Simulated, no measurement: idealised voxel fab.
process module | voxel tone inversion
Pictured: cross-section cut, 245 nm wide, on a grid of 5 nm square cells.
Throughout this document, each cross-section is represented as a grid of square cells and is presented as a sequence of bands enumerated from the top downward, where a band comprises one or more rows of cells. Band: top height; bottom height; in nm. Then, left to right: material with width in nm, for each material. "throughout": a single material spanning edge to edge. "air": empty space. It should be noted that heights are counted from 0, beneath which the wafer as supplied is of one material throughout, and that the lowest band possesses no lower boundary but continues downward, as written in "0..down". You'd read "30 to 40" like this: the band's top row of cells is as wide as the first number, its bottom row is as wide as the second, and going down, every row changes width by the same amount as the row before did. When a step is marked "stayed the same", none of the cells in the cross-section changed during that step. "Enclosed cavities" - sealed voids, min. 8 cells, no opening to top; format: width x height at distance (distance from left edge; nm throughout). Heads up: the bit after the settings on a step's line is the simulator's remark on that step. overlay nm: on a step with a mask, how far right of its planned place the mask lay; negative means left.
Steps in the process plan
1: RECEIVE [material Si]
2: CONFORMAL_DEP [material SiN] [thk nm 10]
3: DIRECTIONAL_DEP [material polySi] [thk nm 15]
4: PATTERN [tone cover] [mask id POSTS] [material resist] [width nm 20] [pitch nm 45] [thk nm 20] [overlay nm 0]
5: DIRECTIONAL_ETCH [etch materials polySi] [depth nm 15]
6: STRIP [etch materials resist]
7: FILL_DEP [material SiO2] [thk nm 10]
8: CMP [height nm 25]
9: STRIP [etch materials polySi]
10: CONFORMAL_DEP [material TiN] [thk nm 5]
11: FILL_DEP [material Cu] [thk nm 5]
12: CMP [height nm 25]
13: CONFORMAL_DEP [material SiCN] [thk nm 5]
Account of the first of two wafers, which was processed as intended
Wafer cross-section on receipt, i.e. after step 1
> 0..down  Si throughout
> Enclosed cavities: none
After step 2: wafer cross-section
> 10..0  SiN throughout
> No changes below 0.
After step 3: wafer cross-section
> 25..10  polySi throughout
> No changes below 10.
After step 4: wafer cross-section
> 45..25  air 65 nm | resist 20 nm | air 25 nm | resist 20 nm | air 25 nm | resist 20 nm | air 70 nm
> No changes below 25.
After step 5: wafer cross-section
> 45..25  air 65 nm | resist 20 nm | air 25 nm | resist 20 nm | air 25 nm | resist 20 nm | air 70 nm
> 25..10  air 65 nm | polySi 20 nm | air 25 nm | polySi 20 nm | air 25 nm | polySi 20 nm | air 70 nm
> No changes below 10.
After step 6: wafer cross-section
> 25..10  air 65 nm | polySi 20 nm | air 25 nm | polySi 20 nm | air 25 nm | polySi 20 nm | air 70 nm
> No changes below 10.
After step 7: wafer cross-section
> 35..25  SiO2 throughout
> 25..10  SiO2 65 nm | polySi 20 nm | SiO2 25 nm | polySi 20 nm | SiO2 25 nm | polySi 20 nm | SiO2 70 nm
> No changes below 10.
After step 8: wafer cross-section
> 25..10  SiO2 65 nm | polySi 20 nm | SiO2 25 nm | polySi 20 nm | SiO2 25 nm | polySi 20 nm | SiO2 70 nm
> No changes below 10.
After step 9: wafer cross-section
> 25..10  SiO2 65 nm | air 20 nm | SiO2 25 nm | air 20 nm | SiO2 25 nm | air 20 nm | SiO2 70 nm
> No changes below 10.
After step 10: wafer cross-section
> 30..25  TiN 70 nm | air 10 nm | TiN 35 nm | air 10 nm | TiN 35 nm | air 10 nm | TiN 75 nm
> 25..15  SiO2 65 nm | TiN 5 nm | air 10 nm | TiN 5 nm | SiO2 25 nm | TiN 5 nm | air 10 nm | TiN 5 nm | SiO2 25 nm | TiN 5 nm | air 10 nm | TiN 5 nm | SiO2 70 nm
> 15..10  SiO2 65 nm | TiN 20 nm | SiO2 25 nm | TiN 20 nm | SiO2 25 nm | TiN 20 nm | SiO2 70 nm
> No changes below 10.
After step 11: wafer cross-section
> 35..30  Cu throughout
> 30..25  TiN 70 nm | Cu 10 nm | TiN 35 nm | Cu 10 nm | TiN 35 nm | Cu 10 nm | TiN 75 nm
> 25..15  SiO2 65 nm | TiN 5 nm | Cu 10 nm | TiN 5 nm | SiO2 25 nm | TiN 5 nm | Cu 10 nm | TiN 5 nm | SiO2 25 nm | TiN 5 nm | Cu 10 nm | TiN 5 nm | SiO2 70 nm
> No changes below 15.
After step 12: wafer cross-section
> 25..15  SiO2 65 nm | TiN 5 nm | Cu 10 nm | TiN 5 nm | SiO2 25 nm | TiN 5 nm | Cu 10 nm | TiN 5 nm | SiO2 25 nm | TiN 5 nm | Cu 10 nm | TiN 5 nm | SiO2 70 nm
> No changes below 15.
After step 13: wafer cross-section
> 30..25  SiCN throughout
> No changes below 25.
Second wafer. Start and plan as for the first. One mistake made in running. Agrees with the first up to and including step 3
Cross-section of the second wafer corresponding to the planned conclusion of step 4
> 45..25  air 70 nm | resist 15 nm | air 30 nm | resist 15 nm | air 30 nm | resist 15 nm | air 70 nm
> No changes below 25.
Cross-section of the second wafer corresponding to the planned conclusion of step 5
> 45..25  air 70 nm | resist 15 nm | air 30 nm | resist 15 nm | air 30 nm | resist 15 nm | air 70 nm
> 25..10  air 70 nm | polySi 15 nm | air 30 nm | polySi 15 nm | air 30 nm | polySi 15 nm | air 70 nm
> No changes below 10.
Cross-section of the second wafer corresponding to the planned conclusion of step 6
> 25..10  air 70 nm | polySi 15 nm | air 30 nm | polySi 15 nm | air 30 nm | polySi 15 nm | air 70 nm
> No changes below 10.
Cross-section of the second wafer corresponding to the planned conclusion of step 7
> 35..25  SiO2 throughout
> 25..10  SiO2 70 nm | polySi 15 nm | SiO2 30 nm | polySi 15 nm | SiO2 30 nm | polySi 15 nm | SiO2 70 nm
> No changes below 10.
Cross-section of the second wafer corresponding to the planned conclusion of step 8
> 25..10  SiO2 70 nm | polySi 15 nm | SiO2 30 nm | polySi 15 nm | SiO2 30 nm | polySi 15 nm | SiO2 70 nm
> No changes below 10.
Cross-section of the second wafer corresponding to the planned conclusion of step 9
> 25..10  SiO2 70 nm | air 15 nm | SiO2 30 nm | air 15 nm | SiO2 30 nm | air 15 nm | SiO2 70 nm
> No changes below 10.
Cross-section of the second wafer corresponding to the planned conclusion of step 10
> 30..25  TiN 75 nm | air 5 nm | TiN 40 nm | air 5 nm | TiN 40 nm | air 5 nm | TiN 75 nm
> 25..15  SiO2 70 nm | TiN 5 nm | air 5 nm | TiN 5 nm | SiO2 30 nm | TiN 5 nm | air 5 nm | TiN 5 nm | SiO2 30 nm | TiN 5 nm | air 5 nm | TiN 5 nm | SiO2 70 nm
> 15..10  SiO2 70 nm | TiN 15 nm | SiO2 30 nm | TiN 15 nm | SiO2 30 nm | TiN 15 nm | SiO2 70 nm
> No changes below 10.
Cross-section of the second wafer corresponding to the planned conclusion of step 11
> 35..30  Cu throughout
> 30..25  TiN 75 nm | Cu 5 nm | TiN 40 nm | Cu 5 nm | TiN 40 nm | Cu 5 nm | TiN 75 nm
> 25..15  SiO2 70 nm | TiN 5 nm | Cu 5 nm | TiN 5 nm | SiO2 30 nm | TiN 5 nm | Cu 5 nm | TiN 5 nm | SiO2 30 nm | TiN 5 nm | Cu 5 nm | TiN 5 nm | SiO2 70 nm
> No changes below 15.
Cross-section of the second wafer corresponding to the planned conclusion of step 12
> 25..15  SiO2 70 nm | TiN 5 nm | Cu 5 nm | TiN 5 nm | SiO2 30 nm | TiN 5 nm | Cu 5 nm | TiN 5 nm | SiO2 30 nm | TiN 5 nm | Cu 5 nm | TiN 5 nm | SiO2 70 nm
> No changes below 15.
Cross-section of the second wafer corresponding to the planned conclusion of step 13
> 30..25  SiCN throughout
> No changes below 25.
What broke from the plan during processing? contrary to plan, step 4 was performed as PATTERN [tone cover] [mask id POSTS] [material resist] [width nm 15] [pitch nm 45] [thk nm 20] [overlay nm 0]
At the finish, the second wafer shows more or fewer cells for some materials than the first does: 6 fewer of Cu; 9 more of SiO2; 3 fewer of TiN
